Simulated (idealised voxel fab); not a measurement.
Proc. module: voxel ribs on slabs
Pictured: cross-section cut, 225 nm wide, on a grid of 5 nm square cells.
Just so we're on the same page, the cross-sections are grids of square cells, and they're listed out in bands top to bottom, each band one or more rows deep. Look at the band entry: it leads with the top's height and the bottom's height in nm. Then it lists the materials left to right, with a width in nm for each. The word "full width" on a single material says that material fills the band edge to edge. The word "empty" is empty space. The reference from which all heights are counted is 0, the level beneath which the as-received wafer is entirely one material; the lowest band, having no lower bound, proceeds downward and is written after the example "z 0 and below". A width such as "30->40" changes by the same amount from each row of cells to the next, from the band's top row to its bottom row. Key: "nothing altered" - step with no changed cell in the cross-section. Enclosed voids (no open way to top), threshold 8 cells or more, entry "Enclosed empty spaces", notation width x height at distance, distance from left edge, nm. Formally, on a step line, whatever follows the settings is a remark that the simulator itself makes on the step. Each step line may optionally specify "overlay nm", which for a step with a mask gives the rightward distance between the mask's planned place and where it lay, a negative value indicating the leftward direction.
[List of planned process steps]
1. RECEIVE | material Si
2. DIRECTIONAL_DEP | material SiO2 | thk nm 30
3. DIRECTIONAL_DEP | material SiN | thk nm 25
4. PATTERN | tone cover | mask id RIB | material resist | width nm 20 | thk nm 20 | overlay nm 0
5. DIRECTIONAL_ETCH | etch materials SiN | depth nm 10
6. STRIP | etch materials resist
7. MASKED_ETCH | tone cover | mask id SLAB | width nm 80 | etch materials SiN | depth nm 15 | overlay nm 0
8. FILL_DEP | material SiO2 | thk nm 25
9. CMP | height nm 70
10. DIRECTIONAL_DEP | material TiN | thk nm 10
11. PATTERN | tone cover | mask id HEATER | material resist | width nm 30 | thk nm 15 | overlay nm 0
12. DIRECTIONAL_ETCH | etch materials TiN | depth nm 10
13. STRIP | etch materials resist
14. CONFORMAL_DEP | material SiO2 | thk nm 5
[Cross-section of the wafer upon arrival, representing the state reached after step 1]
* z 0 and below: Si full width
* Enclosed empty spaces: none
[This is how the wafer looks in cross-section once the module is done, given the starting state and plan above and one mistake in carrying the plan out]
* z 85 to 80: empty: 90; SiO2: 40; empty: 95
* z 80 to 75: empty: 90; SiO2: 5; TiN: 30; SiO2: 5; empty: 95
* z 75 to 70: SiO2: 95; TiN: 30; SiO2: 100
* z 70 to 55: SiO2 full width
* z 55 to 45: SiO2: 100; SiN: 20; SiO2: 105
* z 45 to 30: SiO2: 75; SiN: 80; SiO2: 70
* z 30 to 0: SiO2 full width
* z 0 and below: Si full width
* Enclosed empty spaces: none
What went wrong in running the wafer? step 7, actual vs plan mismatch, actual run MASKED_ETCH | tone cover | mask id SLAB | width nm 80 | etch materials SiN | depth nm 15 | overlay nm 5
